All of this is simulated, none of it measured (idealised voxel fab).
process module | voxel self aligned contacts
cross-section cut | 215 nm wide | cells 5 nm
A cross-section is a grid of square cells, given in bands from the top down. A band is one or more rows of cells.
Each band's line starts with the height of the band's top and of its bottom, in nm. Then come its materials from left to right, each with its width in nm. One material with "throughout" fills the band from edge to edge. "air" is empty space.
Height 0 is the level under which the wafer as received is all one material. The lowest band goes on downwards, as in "0 down".
A width such as "30 to 40" changes by the same amount from each row of cells to the next, from the band's top row to its bottom row.
"no change" after a step means that no cell of the cross-section changed.
closed voids: empty space of 8 cells or more with no open way to the top, each as width x height at its distance from the left edge, in nm
after a step's settings: what the simulator itself notes on the step
overlay nm, on a step with a mask: how far to the right of its planned place the mask lay; to the left if negative
plan
1 op RECEIVE | material Si
2 op OXIDIZE | depth nm 5
3 op DIRECTIONAL_DEP | material polySi | thk nm 20
4 op DIRECTIONAL_DEP | material SiN | thk nm 20
5 op PATTERN | tone cover | mask id GATE | material resist | width nm 25 | pitch nm 60 | thk nm 20 | overlay nm 0
6 op DIRECTIONAL_ETCH | etch materials SiN | depth nm 20
7 op DIRECTIONAL_ETCH | etch materials polySi | depth nm 20
8 op STRIP | etch materials resist
9 op CONFORMAL_DEP | material SiN | thk nm 10
10 op DIRECTIONAL_ETCH | etch materials SiN | depth nm 10
11 op FILL_DEP | material SiO2 | thk nm 15
12 op CMP | height nm 45
13 op DIRECTIONAL_DEP | material aC | thk nm 15
14 op PATTERN | tone open | mask id CONTACT | material resist | width nm 45 | pitch nm 60 | thk nm 35 | overlay nm 0
15 op DIRECTIONAL_ETCH | etch materials aC | depth nm 15
16 op STRIP | etch materials resist
17 op DIRECTIONAL_ETCH | etch materials SiO2 | depth nm 50
18 op STRIP | etch materials aC
19 op CONFORMAL_DEP | material TiN | thk nm 5
20 op FILL_DEP | material W | thk nm 5
21 op CMP | height nm 45
22 op CONFORMAL_DEP | material SiN | thk nm 5
as received, after step 1
  0 down: Si throughout
  closed voids: none
first wafer at the end, as planned
  50 to 45: SiN throughout
  45 to 40: SiO2 55 | TiN 20 | W 5 | TiN 20 | SiO2 15 | TiN 20 | W 5 | TiN 20 | SiO2 55
  40 to 20: SiO2 25 | SiN 45 | TiN 5 | W 5 | TiN 5 | SiN 45 | TiN 5 | W 5 | TiN 5 | SiN 45 | SiO2 25
  20 to 0: SiO2 25 | SiN 10 | polySi 25 | SiN 10 | TiN 5 | W 5 | TiN 5 | SiN 10 | polySi 25 | SiN 10 | TiN 5 | W 5 | TiN 5 | SiN 10 | polySi 25 | SiN 10 | SiO2 25
  0 to -5: SiO2 70 | TiN 15 | SiO2 45 | TiN 15 | SiO2 70
  -5 down: Si throughout
  closed voids: none
second wafer at the end: like start, like plan, one mistake
  50 to 45: SiN throughout
  45 to 40: SiO2 60 | TiN 15 | W 5 | TiN 25 | SiO2 15 | TiN 15 | W 5 | TiN 25 | SiO2 50
  40 to 20: SiO2 25 | SiN 45 | TiN 5 | W 5 | TiN 5 | SiN 45 | TiN 5 | W 5 | TiN 5 | SiN 45 | SiO2 25
  20 to 0: SiO2 25 | SiN 10 | polySi 25 | SiN 10 | TiN 5 | W 5 | TiN 5 | SiN 10 | polySi 25 | SiN 10 | TiN 5 | W 5 | TiN 5 | SiN 10 | polySi 25 | SiN 10 | SiO2 25
  0 to -5: SiO2 70 | TiN 15 | SiO2 45 | TiN 15 | SiO2 70
  -5 down: Si throughout
  closed voids: none
what went wrong: step 14 ran as: op PATTERN | tone open | mask id CONTACT | material resist | width nm 45 | pitch nm 60 | thk nm 35 | overlay nm 5
at the end the second wafer has, in cells: as many of each material as the first, in other places
